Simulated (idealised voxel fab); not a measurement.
The following process module bears the name voxel released beams.
For reference, the cross-section in this document is cut, with width 240 nm and square cells of 5 nm.
Bands, listed from the top down, are how a cross-section gets written in this document; the cross-section itself is a grid of square cells, and a band is one or more rows of them.
This entry defines a band. It first specifies the height of the band's top and the height of its bottom in nm, and then specifies the band's materials from left to right, stating each material with its width in nm. The word "full width" identifies a single material that fills the band from edge to edge, while the word "empty" identifies empty space.
Height is counted from the level 0, under which the received wafer is composed throughout of one material. The lowest of the bands is not closed at the bottom but continues downward, in the notation "0 down".
Graded width ("30->40"): value in top row of band = first number; value in bottom row = second number; row-to-row change constant.
Given "everything unchanged" for a step, no cell of the cross-section differs between before and after that step.
"Closed cavities" - sealed voids, min. 8 cells, no opening to top; format: width x height at distance (distance from left edge; nm throughout).
Anything after a step's settings on that line? It's the simulator's own note about the step.
The "overlay nm" setting may appear on a step's line; for a step that uses a mask, it gives how far to the right of its planned position the mask lay, and a negative value indicates the left.

plan
step 1: RECEIVE, material Si
step 2: CONFORMAL_DEP, material SiN, thk nm 5
step 3: DIRECTIONAL_DEP, material SiO2, thk nm 20
step 4: DIRECTIONAL_DEP, material aC, thk nm 10
step 5: PATTERN, tone open, mask id ANCHOR, material resist, width nm 30, thk nm 25, overlay nm 0
step 6: DIRECTIONAL_ETCH, etch materials aC, depth nm 10
step 7: STRIP, etch materials resist
step 8: DIRECTIONAL_ETCH, etch materials SiO2, depth nm 20
step 9: STRIP, etch materials aC
step 10: CONFORMAL_DEP, material polySi, thk nm 15
step 11: DIRECTIONAL_DEP, material aC, thk nm 10
step 12: PATTERN, tone cover, mask id BEAM, material resist, width nm 90, thk nm 30, overlay nm 0
step 13: DIRECTIONAL_ETCH, etch materials aC, depth nm 10
step 14: STRIP, etch materials resist
step 15: DIRECTIONAL_ETCH, etch materials polySi, depth nm 15
step 16: STRIP, etch materials aC
step 17: STRIP, etch materials SiO2
Across this set of wafers, the varied parameter is the width nm of step 5. Starting conditions are identical for every wafer, and the plan reports the value assigned to the first wafer.

As received, i.e. after step 1: cross-section through the first of several wafers
	0 down = Si full width
	Closed cavities: none

Per wafer (row), end of module: delta in cells per material since receipt, (+) for gained, (-) for lost; closed voids after that
width nm 30 | +48 SiN | +78 polySi | Closed cavities: none
width nm 35 | +48 SiN | +78 polySi | Closed cavities: none
width nm 40 | +48 SiN | +78 polySi | Closed cavities: none
width nm 45 | +48 SiN | +78 polySi | Closed cavities: none
width nm 50 | +48 SiN | +78 polySi | Closed cavities: none
width nm 55 | +48 SiN | +78 polySi | Closed cavities: none
